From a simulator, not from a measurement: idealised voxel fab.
process module | voxel released beams
cross-section cut | 160 nm wide | cells 5 nm
A cross-section is a grid of square cells, given in bands from the top down. A band is one or more rows of cells.
Each band's line starts with the height of the band's top and of its bottom, in nm. Then come its materials from left to right, each with its width in nm. One material with "throughout" fills the band from edge to edge. "air" is empty space.
Height 0 is the level under which the wafer as received is all one material. The lowest band goes on downwards, as in "0 down".
A width such as "30 to 40" changes by the same amount from each row of cells to the next, from the band's top row to its bottom row.
"no change" after a step means that no cell of the cross-section changed.
closed voids: empty space of 8 cells or more with no open way to the top, each as width x height at its distance from the left edge, in nm
after a step's settings: what the simulator itself notes on the step
overlay nm, on a step with a mask: how far to the right of its planned place the mask lay; to the left if negative
plan
1 op RECEIVE | material Si
2 op CONFORMAL_DEP | material SiN | thk nm 5
3 op DIRECTIONAL_DEP | material SiO2 | thk nm 15
4 op DIRECTIONAL_DEP | material aC | thk nm 15
5 op PATTERN | tone open | mask id ANCHOR | material resist | width nm 35 | thk nm 35 | overlay nm 0
6 op DIRECTIONAL_ETCH | etch materials aC | depth nm 15
7 op STRIP | etch materials resist
8 op DIRECTIONAL_ETCH | etch materials SiO2 | depth nm 15
9 op STRIP | etch materials aC
10 op CONFORMAL_DEP | material W | thk nm 15
11 op PATTERN | tone cover | mask id BEAM | material resist | width nm 110 | thk nm 15 | overlay nm 0
12 op DIRECTIONAL_ETCH | etch materials W | depth nm 15
13 op STRIP | etch materials resist
14 op STRIP | etch materials SiO2
as received, after step 1
  0 down: Si throughout
  closed voids: none
a wafer at the end: this start, this plan, one mistake
  50 to 35: air 20 | W 110 | air 30
  35 to 20: W throughout
  20 to 5: SiO2 throughout
  5 to 0: SiN throughout
  0 down: Si throughout
  closed voids: none
what went wrong: step 4 ran as: op DIRECTIONAL_DEP | material W | thk nm 15
